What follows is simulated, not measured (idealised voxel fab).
process module | voxel transistor to metal
cross-section cut | 260 nm wide | cells 5 nm
A cross-section is a grid of square cells, given in bands from the top down. A band is one or more rows of cells.
Each band's line starts with the height of the band's top and of its bottom, in nm. Then come its materials from left to right, each with its width in nm. One material with "throughout" fills the band from edge to edge. "air" is empty space.
Height 0 is the level under which the wafer as received is all one material. The lowest band goes on downwards, as in "0 down".
A width such as "30 to 40" changes by the same amount from each row of cells to the next, from the band's top row to its bottom row.
"no change" after a step means that no cell of the cross-section changed.
closed voids: empty space of 8 cells or more with no open way to the top, each as width x height at its distance from the left edge, in nm
after a step's settings: what the simulator itself notes on the step
overlay nm, on a step with a mask: how far to the right of its planned place the mask lay; to the left if negative
plan
1 op RECEIVE | material Si
2 op CONFORMAL_DEP | material SiO2 | thk nm 5
3 op CONFORMAL_DEP | material SiN | thk nm 15
4 op PATTERN | tone cover | mask id ACTIVE | material resist | width nm 90 | pitch nm 120 | thk nm 20 | overlay nm 0
5 op DIRECTIONAL_ETCH | etch materials SiN | depth nm 15
6 op DIRECTIONAL_ETCH | etch materials SiO2 | depth nm 5
7 op DIRECTIONAL_ETCH | etch materials Si | depth nm 30
8 op STRIP | etch materials resist
9 op FILL_DEP | material SiO2 | thk nm 5
10 op CMP | height nm 20
11 op SELECTIVE_ETCH | etch materials SiO2 | depth nm 15
12 op STRIP | etch materials SiN
13 op SELECTIVE_ETCH | etch materials SiO2 | depth nm 5
14 op OXIDIZE | depth nm 5
15 op DIRECTIONAL_DEP | material polySi | thk nm 25
16 op DIRECTIONAL_DEP | material SiCN | thk nm 10
17 op MASKED_ETCH | tone cover | mask id GATE | width nm 20 | pitch nm 120 | etch materials SiCN | depth nm 20 | overlay nm 0
18 op MASKED_ETCH | tone cover | mask id GATE | width nm 20 | pitch nm 120 | etch materials polySi | depth nm 35 | overlay nm 0
19 op CONFORMAL_DEP | material SiN | thk nm 5
20 op DIRECTIONAL_ETCH | etch materials SiN | depth nm 5
21 op DIRECTIONAL_ETCH | etch materials SiO2 | depth nm 5
22 op EPI | material SiGe | thk nm 5
23 op FILL_DEP | material SiO2 | thk nm 5
24 op CMP | height nm 35
25 op DIRECTIONAL_DEP | material SiO2 | thk nm 10
26 op DIRECTIONAL_DEP | material aC | thk nm 15
27 op PATTERN | tone open | mask id CONTACT | material resist | width nm 25 | thk nm 30 | overlay nm 0
28 op DIRECTIONAL_ETCH | etch materials aC | depth nm 15
29 op STRIP | etch materials resist
30 op DIRECTIONAL_ETCH | etch materials SiO2 | depth nm 45
31 op STRIP | etch materials aC
32 op CONFORMAL_DEP | material TiN | thk nm 5
33 op FILL_DEP | material W | thk nm 10
34 op CMP | height nm 45
35 op CONFORMAL_DEP | material SiN | thk nm 5
36 op DIRECTIONAL_DEP | material SiO2 | thk nm 25
37 op DIRECTIONAL_DEP | material aC | thk nm 15
38 op PATTERN | tone open | mask id METAL_1 | material resist | width nm 15 | thk nm 35 | overlay nm 0
39 op DIRECTIONAL_ETCH | etch materials aC | depth nm 15
40 op STRIP | etch materials resist
41 op DIRECTIONAL_ETCH | etch materials SiO2 | depth nm 25
42 op DIRECTIONAL_ETCH | etch materials SiN | depth nm 5
43 op STRIP | etch materials aC
44 op CONFORMAL_DEP | material TiN | thk nm 5
45 op FILL_DEP | material Cu | thk nm 5
46 op CMP | height nm 75
47 op EPI | material Ru | thk nm 5
48 op FILL_DEP | material SiCN | thk nm 5
49 op DIRECTIONAL_DEP | material lowk | thk nm 25
50 op PATTERN | tone open | mask id METAL_2 | material resist | width nm 15 | pitch nm 120 | thk nm 15 | overlay nm 0
51 op DIRECTIONAL_ETCH | etch materials lowk | depth nm 15
52 op STRIP | etch materials resist
53 op DIRECTIONAL_DEP | material aC | thk nm 10
54 op PATTERN | tone open | mask id METAL_2_HOLES | material resist | width nm 15 | pitch nm 120 | thk nm 30 | overlay nm 0
55 op DIRECTIONAL_ETCH | etch materials aC | depth nm 10
56 op STRIP | etch materials resist
57 op DIRECTIONAL_ETCH | etch materials lowk | depth nm 10
58 op DIRECTIONAL_ETCH | etch materials SiCN | depth nm 5
59 op STRIP | etch materials aC
60 op CONFORMAL_DEP | material TiN | thk nm 5
61 op FILL_DEP | material Cu | thk nm 5
62 op CMP | height nm 110
63 op CONFORMAL_DEP | material SiN | thk nm 5
as received, after step 1
  0 down: Si throughout
  closed voids: none
a wafer at the end: this start, this plan, one mistake
  115 to 110: SiN throughout
  110 to 85: lowk 30 | TiN 5 | Cu 5 | TiN 5 | lowk 105 | TiN 5 | Cu 5 | TiN 5 | lowk 95
  85 to 80: SiCN 30 | TiN 15 | SiCN 105 | TiN 15 | SiCN 95
  80 to 75: SiCN 25 | Ru 25 | SiCN 40 | Ru 25 | SiCN 30 | Ru 25 | SiCN 40 | Ru 25 | SiCN 25
  75 to 70: SiN 30 | TiN 15 | SiN 50 | TiN 15 | SiN 40 | TiN 15 | SiN 50 | TiN 15 | SiN 30
  70 to 45: SiO2 throughout
  45 to 35: SiO2 30 | TiN 5 | W 15 | TiN 5 | SiO2 30 | TiN 5 | W 15 | TiN 5 | SiO2 40 | TiN 5 | W 15 | TiN 5 | SiO2 30 | TiN 5 | W 15 | TiN 5 | SiO2 30
  35 to 25: SiO2 30 | TiN 5 | W 15 | TiN 5 | SiN 5 | SiCN 20 | SiN 5 | TiN 5 | W 15 | TiN 5 | SiO2 40 | TiN 5 | W 15 | TiN 5 | SiN 5 | SiCN 20 | SiN 5 | TiN 5 | W 15 | TiN 5 | SiO2 30
  25 to 5: SiO2 30 | TiN 5 | W 15 | TiN 5 | SiN 5 | polySi 20 | SiN 5 | TiN 5 | W 15 | TiN 5 | SiO2 40 | TiN 5 | W 15 | TiN 5 | SiN 5 | polySi 20 | SiN 5 | TiN 5 | W 15 | TiN 5 | SiO2 30
  5 to 0: SiO2 30 | TiN 25 | SiN 5 | polySi 20 | SiN 5 | TiN 25 | SiO2 40 | TiN 25 | SiN 5 | polySi 20 | SiN 5 | TiN 25 | SiO2 30
  0 to -5: SiO2 20 | SiGe 35 | SiO2 30 | SiGe 35 | SiO2 20 | SiGe 35 | SiO2 30 | SiGe 35 | SiO2 20
  -5 to -30: SiO2 25 | Si 90 | SiO2 30 | Si 90 | SiO2 25
  -30 down: Si throughout
  closed voids: none
what went wrong: steps 35 and 36 were swapped
